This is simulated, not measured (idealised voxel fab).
voxel released beams: a process module
Displayed cross-section: cut, width of 225 nm, square cells sized 5 nm.
Throughout this document, each cross-section is represented as a grid of square cells and is presented as a sequence of bands enumerated from the top downward, where a band comprises one or more rows of cells.
Heights first: top, then bottom, in nm. Then materials, left to right, each with a width in nm. "full width" on a single material: fills the band edge to edge. "empty": empty space.
Height 0 is the level under which the wafer as received is all one material. The lowest band goes on downwards, as in "0 down".
Width: "30 to 40" (first number = top row, second number = bottom row, same change from row to row of cells).
Take "no alterations made" at face value: in the step it is given for, the cross-section changed in none of its cells.
The entry "Unvented cavities" lists the empty spaces that cover at least 8 cells and have no open path to the top. Each is written as width x height at distance, where the distance is measured from the left edge and all three values are in nm.
Anything after a step's settings on that line? It's the simulator's own note about the step.
A step line may carry the setting "overlay nm", which, for steps involving a mask, states the distance by which the mask lay to the right of its intended position; negative values denote displacement to the left.

[Steps planned for the process]
| 1 | RECEIVE: material Si |
| 2 | CONFORMAL_DEP: material Al2O3, thk nm 10 |
| 3 | DIRECTIONAL_DEP: material SiO2, thk nm 15 |
| 4 | MASKED_ETCH: tone open, mask id ANCHOR, width nm 45, etch materials SiO2, depth nm 15, overlay nm 0 |
| 5 | CONFORMAL_DEP: material polySi, thk nm 15 |
| 6 | MASKED_ETCH: tone cover, mask id BEAM, width nm 100, etch materials polySi, depth nm 15, overlay nm 0 |
| 7 | STRIP: etch materials SiO2 |

[Cross-section of the incoming wafer, state after step 1]
0 down  Si full width
Unvented cavities: none

[Cross-section at module end, one run error; start and plan unchanged from above]
40 to 25  empty (60), then polySi (65), then empty (100)
25 to 10  empty (50), then polySi (15), then SiO2 (45), then polySi (50), then empty (65)
10 to 0  Al2O3 full width
0 down  Si full width
Unvented cavities: none
The plan and the run diverged here: step 4 deviated from plan and actually ran as MASKED_ETCH: tone cover, mask id ANCHOR, width nm 45, etch materials SiO2, depth nm 15, overlay nm 0
